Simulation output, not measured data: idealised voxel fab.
Module name: voxel air gaps (process module)
It is cross-section cut that appears here, measuring 170 nm in width, its square cells being 5 nm in size.
Cross-section, as written here: a square-cell grid given band by band from the top down, where a band holds one or more rows of cells.
The entry gives the band's vertical extent as a top height and a bottom height in nm, then its horizontal make-up as materials from left to right, each with a width in nm. "blank" stands for empty space; a single material marked "everywhere" fills the band edge to edge.
The level at which height equals 0 is the one under which the wafer, as it arrives, is entirely one material. No lower edge exists for the bottom band, which continues downward and is notated as in "0 down".
The notation "30 to 40" denotes a width that varies across the rows of cells in the band, beginning at the first number in the top row, finishing at the second number in the bottom row, and changing by an identical amount from each row to the next.
"nothing got changed" for a step: no cell of the cross-section changed in that step.
Empty spaces without an open route to the top, at least 8 cells in extent, make up the entry "Fully sealed voids"; each is given as width x height at distance, where the distance is measured from the left edge, and all are in nm.
Note: text after step settings on the step line = simulator remark on that step.
The optional step-line setting "overlay nm" applies to steps with a mask and quantifies how far to the right of its planned location the mask lay, a negative value indicating leftward placement.
**Set out below are the planned steps of the process**
1 RECEIVE,material Si
2 CONFORMAL_DEP,material SiO2,thk nm 15
3 CONFORMAL_DEP,material SiCN,thk nm 5
4 DIRECTIONAL_DEP,material SiO2,thk nm 40
5 PATTERN,tone open,mask id LINES,material resist,width nm 25,pitch nm 50,thk nm 15,overlay nm 0
6 DIRECTIONAL_ETCH,etch materials SiO2,depth nm 40
7 STRIP,etch materials resist
8 CONFORMAL_DEP,material TiN,thk nm 5
9 FILL_DEP,material Cu,thk nm 5
10 CMP,height nm 60
11 EPI,material Ru,thk nm 10
12 SELECTIVE_ETCH,etch materials SiO2,depth nm 50
13 CONFORMAL_DEP,material SiCN,thk nm 5
**The cross-section here shows the wafer as received, i.e. in its state after step 1**
	0 down: Si everywhere
	Fully sealed voids: none
**Module complete - cross-section of the first of two wafers, run according to plan**
	75 to 70: 5 nm blank / 155 nm SiCN / 10 nm blank
	70 to 60: 5 nm blank / 5 nm SiCN / 45 nm Ru / 5 nm SiCN / 45 nm Ru / 5 nm SiCN / 45 nm Ru / 5 nm SiCN / 10 nm blank
	60 to 55: 5 nm blank / 15 nm SiCN / 5 nm TiN / 15 nm Cu / 5 nm TiN / 25 nm SiCN / 5 nm TiN / 15 nm Cu / 5 nm TiN / 25 nm SiCN / 5 nm TiN / 15 nm Cu / 5 nm TiN / 15 nm SiCN / 10 nm blank
	55 to 25: 15 nm blank / 5 nm SiCN / 5 nm TiN / 15 nm Cu / 5 nm TiN / 5 nm SiCN / 15 nm blank / 5 nm SiCN / 5 nm TiN / 15 nm Cu / 5 nm TiN / 5 nm SiCN / 15 nm blank / 5 nm SiCN / 5 nm TiN / 15 nm Cu / 5 nm TiN / 5 nm SiCN / 20 nm blank
	25 to 20: 20 nm SiCN / 25 nm TiN / 25 nm SiCN / 25 nm TiN / 25 nm SiCN / 25 nm TiN / 25 nm SiCN
	20 to 15: SiCN everywhere
	15 to 0: SiO2 everywhere
	0 down: Si everywhere
	Fully sealed voids: 15 x 30 at 50; 15 x 30 at 100
**The second wafer, shown in cross-section after the module: started the same way as the first and given the same plan, yet one mistake crept into how it was run**
	65 to 55: SiCN everywhere
	55 to 0: SiO2 everywhere
	0 down: Si everywhere
	Fully sealed voids: none
Misprocessing identified: a sequencing error occurred in which plan steps 3 and 4 were transposed
Per the end-of-run cell counts, the second wafer holds more or fewer of some materials than the first: Cu: 63 fewer; Ru: 54 fewer; SiCN: 76 fewer; SiO2: 272 more; TiN: 57 fewer
The second wafer ends with 0 closed voids, and the first wafer ends with 2.
